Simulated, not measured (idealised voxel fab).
Herein follows the process module entitled voxel trench capacitor.
The cross-section on display is named cut; it measures 245 nm wide, and its cells are 5 nm squares.
A cross-section is written here as square cells arranged in a grid, and it is given in bands from the top down, each band taking up one or more rows of cells. It is stipulated that each band's entry specify, in nanometres, the height of the top of the band and then that of its bottom, followed by the materials of the band in left-to-right sequence, each together with its width in nanometres. A single material marked by the word "everywhere" is understood to fill the band from edge to edge; the word "empty" is understood to denote empty space. Below 0: as-received wafer, all one material; heights counted from there. Lowest band: no bottom, goes on down, written "z 0 and below". The expression "30..40" gives the width at the extremes of the band, the first number at its top row of cells and the second at its bottom row, with the width changing by equal amounts from each row to the next in between. For the purposes of this document, the phrase "nothing got changed" attached to a step denotes that no cell within the cross-section was modified by that step. "Closed void listing" lists enclosed empty spaces (at least 8 cells, no open path upward to the top), each as width x height at distance from the left edge, in nm. That trailing text on a step's line, after the settings, is the simulator's own remark on the step. On any step carrying a mask, the "overlay nm" setting, if present on the step's line, tells how far right of its planned place the mask lay; negative values point to the left.
Intended process steps
1: RECEIVE,material Si
2: CONFORMAL_DEP,material SiN,thk nm 10
3: DIRECTIONAL_DEP,material aC,thk nm 15
4: PATTERN,tone open,mask id TRENCH,material resist,width nm 20,pitch nm 40,thk nm 35,overlay nm 0
5: DIRECTIONAL_ETCH,etch materials aC,depth nm 15
6: STRIP,etch materials resist
7: DIRECTIONAL_ETCH,etch materials SiN,depth nm 10
8: DIRECTIONAL_ETCH,etch materials Si,depth nm 30
9: STRIP,etch materials aC
10: CONFORMAL_DEP,material Al2O3,thk nm 5
11: FILL_DEP,material polySi,thk nm 10
12: CMP,height nm 10
On the first of the two wafers: run conducted according to plan
Step 1 complete: cross-section of the wafer as received
  z 0 and below: Si everywhere
  Closed void listing: none
Wafer after step 2 (cross-section)
  z 10 to 0: SiN everywhere
  Nothing below the height 0 has changed.
Wafer after step 3 (cross-section)
  z 25 to 10: aC everywhere
  Nothing below the height 10 has changed.
Wafer after step 4 (cross-section)
  z 60 to 25: 90 resist, 20 empty, 20 resist, 20 empty, 95 resist
  Nothing below the height 25 has changed.
Wafer after step 5 (cross-section)
  z 45 to 25: 90 resist, 20 empty, 20 resist, 20 empty, 95 resist
  z 25 to 10: 90 aC, 20 empty, 20 aC, 20 empty, 95 aC
  Nothing below the height 10 has changed.
Wafer after step 6 (cross-section)
  z 25 to 10: 90 aC, 20 empty, 20 aC, 20 empty, 95 aC
  Nothing below the height 10 has changed.
Wafer after step 7 (cross-section)
  z 25 to 10: 90 aC, 20 empty, 20 aC, 20 empty, 95 aC
  z 10 to 0: 90 SiN, 20 empty, 20 SiN, 20 empty, 95 SiN
  Nothing below the height 0 has changed.
Wafer after step 8 (cross-section)
  z 25 to 10: 90 aC, 20 empty, 20 aC, 20 empty, 95 aC
  z 10 to 0: 90 SiN, 20 empty, 20 SiN, 20 empty, 95 SiN
  z 0 to -30: 90 Si, 20 empty, 20 Si, 20 empty, 95 Si
  Nothing below the height -30 has changed.
Wafer after step 9 (cross-section)
  z 10 to 0: 90 SiN, 20 empty, 20 SiN, 20 empty, 95 SiN
  Nothing below the height 0 has changed.
Wafer after step 10 (cross-section)
  z 15 to 10: 95 Al2O3, 10 empty, 30 Al2O3, 10 empty, 100 Al2O3
  z 10 to 0: 90 SiN, 5 Al2O3, 10 empty, 5 Al2O3, 20 SiN, 5 Al2O3, 10 empty, 5 Al2O3, 95 SiN
  z 0 to -25: 90 Si, 5 Al2O3, 10 empty, 5 Al2O3, 20 Si, 5 Al2O3, 10 empty, 5 Al2O3, 95 Si
  z -25 to -30: 90 Si, 20 Al2O3, 20 Si, 20 Al2O3, 95 Si
  Nothing below the height -30 has changed.
Wafer after step 11 (cross-section)
  z 25 to 15: polySi everywhere
  z 15 to 10: 95 Al2O3, 10 polySi, 30 Al2O3, 10 polySi, 100 Al2O3
  z 10 to 0: 90 SiN, 5 Al2O3, 10 polySi, 5 Al2O3, 20 SiN, 5 Al2O3, 10 polySi, 5 Al2O3, 95 SiN
  z 0 to -25: 90 Si, 5 Al2O3, 10 polySi, 5 Al2O3, 20 Si, 5 Al2O3, 10 polySi, 5 Al2O3, 95 Si
  Nothing below the height -25 has changed.
Wafer after step 12 (cross-section)
  z 10 to 0: 90 SiN, 5 Al2O3, 10 polySi, 5 Al2O3, 20 SiN, 5 Al2O3, 10 polySi, 5 Al2O3, 95 SiN
  Nothing below the height 0 has changed.
Okay, second wafer. Nothing different at the start, nothing different in the plan, just one mistake somewhere in the running. As far as step 7, counting that step, it's the first wafer all over again
Second wafer, cut view, end of step 8 per plan
  z 25 to 10: 90 aC, 20 empty, 20 aC, 20 empty, 95 aC
  z 10 to 0: 90 SiN, 20 empty, 20 SiN, 20 empty, 95 SiN
  z 0 to -60: 90 Si, 20 empty, 20 Si, 20 empty, 95 Si
  Nothing below the height -60 has changed.
Second wafer, cut view, end of step 9 per plan
  z 10 to 0: 90 SiN, 20 empty, 20 SiN, 20 empty, 95 SiN
  Nothing below the height 0 has changed.
Second wafer, cut view, end of step 10 per plan
  z 15 to 10: 95 Al2O3, 10 empty, 30 Al2O3, 10 empty, 100 Al2O3
  z 10 to 0: 90 SiN, 5 Al2O3, 10 empty, 5 Al2O3, 20 SiN, 5 Al2O3, 10 empty, 5 Al2O3, 95 SiN
  z 0 to -55: 90 Si, 5 Al2O3, 10 empty, 5 Al2O3, 20 Si, 5 Al2O3, 10 empty, 5 Al2O3, 95 Si
  z -55 to -60: 90 Si, 20 Al2O3, 20 Si, 20 Al2O3, 95 Si
  Nothing below the height -60 has changed.
Second wafer, cut view, end of step 11 per plan
  z 25 to 15: polySi everywhere
  z 15 to 10: 95 Al2O3, 10 polySi, 30 Al2O3, 10 polySi, 100 Al2O3
  z 10 to 0: 90 SiN, 5 Al2O3, 10 polySi, 5 Al2O3, 20 SiN, 5 Al2O3, 10 polySi, 5 Al2O3, 95 SiN
  z 0 to -55: 90 Si, 5 Al2O3, 10 polySi, 5 Al2O3, 20 Si, 5 Al2O3, 10 polySi, 5 Al2O3, 95 Si
  Nothing below the height -55 has changed.
Second wafer, cut view, end of step 12 per plan
  z 10 to 0: 90 SiN, 5 Al2O3, 10 polySi, 5 Al2O3, 20 SiN, 5 Al2O3, 10 polySi, 5 Al2O3, 95 SiN
  Nothing below the height 0 has changed.
Processing error: step 8 of the plan was executed twice over
Counted in cells at the end, the second wafer holds more or fewer of these materials than the first: Al2O3: 24 more, Si: 48 fewer, polySi: 24 more
